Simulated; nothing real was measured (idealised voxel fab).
The name of this process module is voxel gate over fins.
Xsec cut, 185 nm wide, square cell size 5 nm.
Bands, listed from the top down, are how a cross-section gets written in this document; the cross-section itself is a grid of square cells, and a band is one or more rows of them. Basically the band line says how high the top is and how high the bottom is, in nm, and then what's in it from left to right, every material with its width in nm. Empty space shows up as "blank", and if a single material carries "throughout" it runs the full band edge to edge. Ref level 0: as-received wafer is one material below here. Bottom band extends down with no lower bound ("0 -> down"). A width such as "30 to 40" changes by the same amount from each row of cells to the next, from the band's top row to its bottom row. Key: "no modifications" - step with no changed cell in the cross-section. Each empty space that has no open way to the top and spans at least 8 cells appears under "Fully sealed voids" as width x height at distance, the distance counted from the left edge, all in nm. Where a step's line continues beyond its settings, the continuation is a remark by the simulator itself on that step. The "overlay nm" setting may appear on a step's line; for a step that uses a mask, it gives how far to the right of its planned position the mask lay, and a negative value indicates the left.
-- Intended process steps
1. RECEIVE: material Si
2. CONFORMAL_DEP: material SiN, thk nm 5
3. PATTERN: tone cover, mask id FINS, material resist, width nm 15, pitch nm 35, thk nm 20, overlay nm 0
4. DIRECTIONAL_ETCH: etch materials SiN, depth nm 5
5. DIRECTIONAL_ETCH: etch materials Si, depth nm 40
6. STRIP: etch materials resist
7. FILL_DEP: material SiO2, thk nm 10
8. CMP: height nm 5
9. SELECTIVE_ETCH: etch materials SiO2, depth nm 15
10. STRIP: etch materials SiN
11. CONFORMAL_DEP: material HfO2, thk nm 5
12. CONFORMAL_DEP: material TiN, thk nm 5
13. FILL_DEP: material W, thk nm 10
14. CMP: height nm 15
15. CONFORMAL_DEP: material SiCN, thk nm 10
-- Cross-sectional view of the wafer in its as-received condition, corresponding to the state after step 1
* 0 -> down  Si throughout
* Fully sealed voids: none
-- Wafer cross-section at module end: first of two, run to plan
* 25 -> 15  SiCN throughout
* 15 -> 10  W throughout
* 10 -> 5  W 40; TiN 105; W 40
* 5 -> 0  W 40; TiN 5; HfO2 25; TiN 10; HfO2 25; TiN 10; HfO2 25; TiN 5; W 40
* 0 -> -5  TiN 45; HfO2 5; Si 15; HfO2 5; TiN 10; HfO2 5; Si 15; HfO2 5; TiN 10; HfO2 5; Si 15; HfO2 5; TiN 45
* -5 -> -10  HfO2 50; Si 15; HfO2 20; Si 15; HfO2 20; Si 15; HfO2 50
* -10 -> -40  SiO2 50; Si 15; SiO2 20; Si 15; SiO2 20; Si 15; SiO2 50
* -40 -> down  Si throughout
* Fully sealed voids: none
-- What the second wafer looks like in cross-section once the module is done. Its start and its plan matched the first wafer's exactly; what differed was one mistake in how it was run
* 25 -> 15  SiCN throughout
* 15 -> 10  W throughout
* 10 -> 5  TiN throughout
* 5 -> 0  HfO2 55; TiN 5; HfO2 30; TiN 5; HfO2 30; TiN 5; HfO2 55
* 0 -> -5  Si 50; HfO2 5; TiN 5; HfO2 5; Si 20; HfO2 5; TiN 5; HfO2 5; Si 20; HfO2 5; TiN 5; HfO2 5; Si 50
* -5 -> -10  Si 50; HfO2 15; Si 20; HfO2 15; Si 20; HfO2 15; Si 50
* -10 -> -40  Si 50; SiO2 15; Si 20; SiO2 15; Si 20; SiO2 15; Si 50
* -40 -> down  Si throughout
* Fully sealed voids: none
Finding, execution versus plan: step 3 was run on a setting that differed from the plan, and what really ran there is PATTERN: tone open, mask id FINS, material resist, width nm 15, pitch nm 35, thk nm 20, overlay nm 0
Wrapping up, a cell-based count of both wafers puts the second over or under the first for these materials: Si +152; SiO2 -114; TiN -6; W -32
